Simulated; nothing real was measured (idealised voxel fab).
process module | voxel wiring stack
cross-section cut | 215 nm wide | cells 5 nm
A cross-section is a grid of square cells, given in bands from the top down. A band is one or more rows of cells.
Each band's line starts with the height of the band's top and of its bottom, in nm. Then come its materials from left to right, each with its width in nm. One material with "throughout" fills the band from edge to edge. "air" is empty space.
Height 0 is the level under which the wafer as received is all one material. The lowest band goes on downwards, as in "0 down".
A width such as "30 to 40" changes by the same amount from each row of cells to the next, from the band's top row to its bottom row.
"no change" after a step means that no cell of the cross-section changed.
closed voids: empty space of 8 cells or more with no open way to the top, each as width x height at its distance from the left edge, in nm
after a step's settings: what the simulator itself notes on the step
overlay nm, on a step with a mask: how far to the right of its planned place the mask lay; to the left if negative
plan
1 op RECEIVE | material Si
2 op CONFORMAL_DEP | material SiO2 | thk nm 15
3 op DIRECTIONAL_DEP | material TiN | thk nm 5
4 op DIRECTIONAL_DEP | material Ru | thk nm 25
5 op PATTERN | tone cover | mask id METAL_1 | material resist | width nm 25 | pitch nm 45 | thk nm 20 | overlay nm 0
6 op DIRECTIONAL_ETCH | etch materials Ru | depth nm 25
7 op DIRECTIONAL_ETCH | etch materials TiN | depth nm 5
8 op STRIP | etch materials resist
9 op FILL_DEP | material lowk | thk nm 5
10 op CMP | height nm 45
11 op CONFORMAL_DEP | material SiCN | thk nm 5
12 op DIRECTIONAL_DEP | material lowk | thk nm 20
13 op PATTERN | tone open | mask id PLUG_1 | material resist | width nm 15 | pitch nm 45 | thk nm 20 | overlay nm 0
14 op DIRECTIONAL_ETCH | etch materials lowk | depth nm 20
15 op DIRECTIONAL_ETCH | etch materials SiCN | depth nm 5
16 op STRIP | etch materials resist
17 op EPI | material Ru | thk nm 10
18 op EPI | material Ru | thk nm 10
19 op EPI | material Ru | thk nm 5
20 op DIRECTIONAL_DEP | material TiN | thk nm 5
21 op DIRECTIONAL_DEP | material W | thk nm 15
22 op PATTERN | tone cover | mask id METAL_2 | material resist | width nm 25 | pitch nm 45 | thk nm 15 | overlay nm 0
23 op DIRECTIONAL_ETCH | etch materials W | depth nm 15
24 op DIRECTIONAL_ETCH | etch materials TiN | depth nm 5
25 op STRIP | etch materials resist
26 op CONFORMAL_DEP | material SiN | thk nm 5
27 op FILL_DEP | material SiO2 | thk nm 5
28 op CMP | height nm 90
29 op CONFORMAL_DEP | material SiN | thk nm 5
as received, after step 1
  0 down: Si throughout
  closed voids: none
a wafer at the end: this start, this plan, one mistake
  95 to 90: SiN throughout
  90 to 75: SiO2 45 | SiN 5 | W 30 | SiN 5 | SiO2 5 | SiN 5 | W 30 | SiN 5 | SiO2 5 | SiN 5 | W 30 | SiN 5 | SiO2 40
  75 to 70: SiN 50 | TiN 30 | SiN 15 | TiN 30 | SiN 15 | TiN 30 | SiN 45
  70 to 50: lowk 50 | Ru 15 | lowk 30 | Ru 15 | lowk 30 | Ru 15 | lowk 60
  50 to 45: SiCN 50 | Ru 15 | SiCN 30 | Ru 15 | SiCN 30 | Ru 15 | SiCN 60
  45 to 20: lowk 50 | Ru 25 | lowk 20 | Ru 25 | lowk 20 | Ru 25 | lowk 50
  20 to 15: lowk 50 | TiN 25 | lowk 20 | TiN 25 | lowk 20 | TiN 25 | lowk 50
  15 to 0: SiO2 throughout
  0 down: Si throughout
  closed voids: none
what went wrong: step 22 ran as: op PATTERN | tone cover | mask id METAL_2 | material resist | width nm 30 | pitch nm 45 | thk nm 15 | overlay nm 0
